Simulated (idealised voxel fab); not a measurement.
Documented hereafter: the process module known as voxel tone inversion.
FYI the section here is cut, 205 nm wide, cells are 5 nm squares.
Format of a cross-section: grid, square cells. Given as bands. Order: top down. Band: one or more rows of cells.
Within each band entry, the heights of the top and of the bottom of the band appear first, in that order and in nm; the materials of the band then follow from left to right, each with its corresponding width in nm. The designation "all across" on a single material indicates that it fills the band from edge to edge; the designation "blank" indicates empty space.
The level at which height equals 0 is the one under which the wafer, as it arrives, is entirely one material. No lower edge exists for the bottom band, which continues downward and is notated as in "from 0 down".
Width: "30->40" (first number = top row, second number = bottom row, same change from row to row of cells).
The cross-section has no changed cell in any step marked "changes: none".
Voids, fully enclosed: empty space of 8 cells or more with no open way to the top, each as width x height at its distance from the left edge, in nm
Whatever follows a step's settings on its line is a remark the simulator itself makes about that step.
"overlay nm", when on a step's line for a step with a mask, measures how far to the right of its planned place the mask lay; a negative measure means to the left.

# plan
step 1: RECEIVE [material Si]
step 2: CONFORMAL_DEP [material SiCN] [thk nm 5]
step 3: DIRECTIONAL_DEP [material aC] [thk nm 25]
step 4: PATTERN [tone cover] [mask id POSTS] [material resist] [width nm 25] [pitch nm 40] [thk nm 35] [overlay nm 0]
step 5: DIRECTIONAL_ETCH [etch materials aC] [depth nm 25]
step 6: STRIP [etch materials resist]
step 7: FILL_DEP [material lowk] [thk nm 10]
step 8: CMP [height nm 30]
step 9: STRIP [etch materials aC]
step 10: CONFORMAL_DEP [material TiN] [thk nm 5]
step 11: FILL_DEP [material Cu] [thk nm 5]
step 12: CMP [height nm 30]
step 13: CONFORMAL_DEP [material SiN] [thk nm 5]

# As-received state of the wafer in cross-section, equivalent to post-step 1
* from 0 down | Si all across
* Voids, fully enclosed: none

# Run as planned - first of the two wafers cross-sectioned at the end of the module
* from 35 to 30 | SiN all across
* from 30 to 10 | lowk 30 nm / TiN 5 nm / Cu 15 nm / TiN 5 nm / lowk 15 nm / TiN 5 nm / Cu 15 nm / TiN 5 nm / lowk 15 nm / TiN 5 nm / Cu 15 nm / TiN 5 nm / lowk 15 nm / TiN 5 nm / Cu 15 nm / TiN 5 nm / lowk 30 nm
* from 10 to 5 | lowk 30 nm / TiN 25 nm / lowk 15 nm / TiN 25 nm / lowk 15 nm / TiN 25 nm / lowk 15 nm / TiN 25 nm / lowk 30 nm
* from 5 to 0 | SiCN all across
* from 0 down | Si all across
* Voids, fully enclosed: none

# Cross-sectional view of the second of two wafers upon completion of the module. This wafer shared its starting condition and process plan with the first; one error was made during its execution
* from 35 to 30 | SiN all across
* from 30 to 10 | lowk 20 nm / TiN 5 nm / Cu 15 nm / TiN 5 nm / lowk 15 nm / TiN 5 nm / Cu 15 nm / TiN 5 nm / lowk 15 nm / TiN 5 nm / Cu 15 nm / TiN 5 nm / lowk 15 nm / TiN 5 nm / Cu 15 nm / TiN 5 nm / lowk 40 nm
* from 10 to 5 | lowk 20 nm / TiN 25 nm / lowk 15 nm / TiN 25 nm / lowk 15 nm / TiN 25 nm / lowk 15 nm / TiN 25 nm / lowk 40 nm
* from 5 to 0 | SiCN all across
* from 0 down | Si all across
* Voids, fully enclosed: none
What broke from the plan during processing? step 4 was processed under conditions differing from the plan, specifically as PATTERN [tone cover] [mask id POSTS] [material resist] [width nm 25] [pitch nm 40] [thk nm 35] [overlay nm -10]
At the end, each material covers as many cells on the second wafer as it does on the first, though the cells it covers are elsewhere.
